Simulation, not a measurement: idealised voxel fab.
Title: Process Module voxel self aligned vias
This is section cut - it's 280 nm across, gridded in 5 nm square cells.
For the purposes of this document, a cross-section shall be understood as a grid of square cells, specified as bands listed in top-to-bottom order, each band consisting of one or more rows of cells.
It is stipulated that each band's entry specify, in nanometres, the height of the top of the band and then that of its bottom, followed by the materials of the band in left-to-right sequence, each together with its width in nanometres. A single material marked by the word "throughout" is understood to fill the band from edge to edge; the word "air" is understood to denote empty space.
Where do heights start? At 0: under that level the wafer as delivered is made of one material only. And the lowest band has no floor; it just carries on downward, as in "z 0 and below".
Quick explanation for "30 to 40": the width changes in equal steps down the rows of cells, from the first number in the band's top row to the second number in its bottom row.
"nothing got changed" -> step changed no cross-section cell.
In the "Closed empty spaces" entry, you get each enclosed empty space of 8 cells or more, one with no open way to the top, written width x height at distance, distance from the left edge, in nm.
Note: text after step settings on the step line = simulator remark on that step.
For masked steps, "overlay nm" on the step line gives how far right of plan the mask actually lay; a minus sign means it lay to the left.

PLANNED STEP LIST FOR THE PROCESS
1,RECEIVE: material Si
2,CONFORMAL_DEP: material SiO2, thk nm 10
3,CONFORMAL_DEP: material SiCN, thk nm 5
4,DIRECTIONAL_DEP: material lowk, thk nm 20
5,DIRECTIONAL_DEP: material aC, thk nm 10
6,PATTERN: tone open, mask id LINES, material resist, width nm 25, pitch nm 70, thk nm 25, overlay nm 0
7,DIRECTIONAL_ETCH: etch materials aC, depth nm 10
8,STRIP: etch materials resist
9,DIRECTIONAL_ETCH: etch materials lowk, depth nm 20
10,STRIP: etch materials aC
11,CONFORMAL_DEP: material TiN, thk nm 5
12,FILL_DEP: material Ru, thk nm 10
13,CMP: height nm 35
14,SELECTIVE_ETCH: etch materials W Ru TiN, depth nm 10
15,FILL_DEP: material SiN, thk nm 10
16,CMP: height nm 35
17,DIRECTIONAL_DEP: material lowk, thk nm 15
18,DIRECTIONAL_DEP: material aC, thk nm 15
19,PATTERN: tone open, mask id VIAS, material resist, width nm 45, pitch nm 70, thk nm 30, overlay nm 0
20,DIRECTIONAL_ETCH: etch materials aC, depth nm 15
21,STRIP: etch materials resist
22,DIRECTIONAL_ETCH: etch materials lowk, depth nm 15
23,DIRECTIONAL_ETCH: etch materials SiN, depth nm 10
24,STRIP: etch materials aC
25,CONFORMAL_DEP: material TiN, thk nm 5
26,FILL_DEP: material W, thk nm 10
27,CMP: height nm 50
28,CONFORMAL_DEP: material SiCN, thk nm 5

WAFER AS RECEIVED: CROSS-SECTION FOLLOWING STEP 1
  z 0 and below: Si throughout
  Closed empty spaces: none

CROSS-SECTION AT MODULE END, ONE RUN ERROR; START AND PLAN UNCHANGED FROM ABOVE
  z 55 to 50: SiCN throughout
  z 50 to 40: lowk 55 nm, TiN 5 nm, W 35 nm, TiN 5 nm, lowk 25 nm, TiN 5 nm, W 35 nm, TiN 5 nm, lowk 25 nm, TiN 5 nm, W 35 nm, TiN 5 nm, lowk 40 nm
  z 40 to 30: lowk 55 nm, TiN 5 nm, W 15 nm, TiN 25 to 5 nm, lowk 25 to 45 nm, TiN 5 nm, W 15 nm, TiN 25 to 5 nm, lowk 25 to 45 nm, TiN 5 nm, W 15 nm, TiN 25 to 5 nm, lowk 40 to 60 nm
  z 30 to 25: lowk 55 nm, TiN 25 nm, lowk 45 nm, TiN 25 nm, lowk 45 nm, TiN 25 nm, lowk 60 nm
  z 25 to 20: lowk 55 nm, TiN 5 nm, Ru 15 nm, TiN 5 nm, lowk 45 nm, TiN 5 nm, Ru 15 nm, TiN 5 nm, lowk 45 nm, TiN 5 nm, Ru 15 nm, TiN 5 nm, lowk 60 nm
  z 20 to 15: lowk 55 nm, TiN 25 nm, lowk 45 nm, TiN 25 nm, lowk 45 nm, TiN 25 nm, lowk 60 nm
  z 15 to 10: SiCN throughout
  z 10 to 0: SiO2 throughout
  z 0 and below: Si throughout
  Closed empty spaces: none
Against the plan, the run slipped here: planned and actual differ for step 19; actual: PATTERN: tone open, mask id VIAS, material resist, width nm 45, pitch nm 70, thk nm 30, overlay nm 10
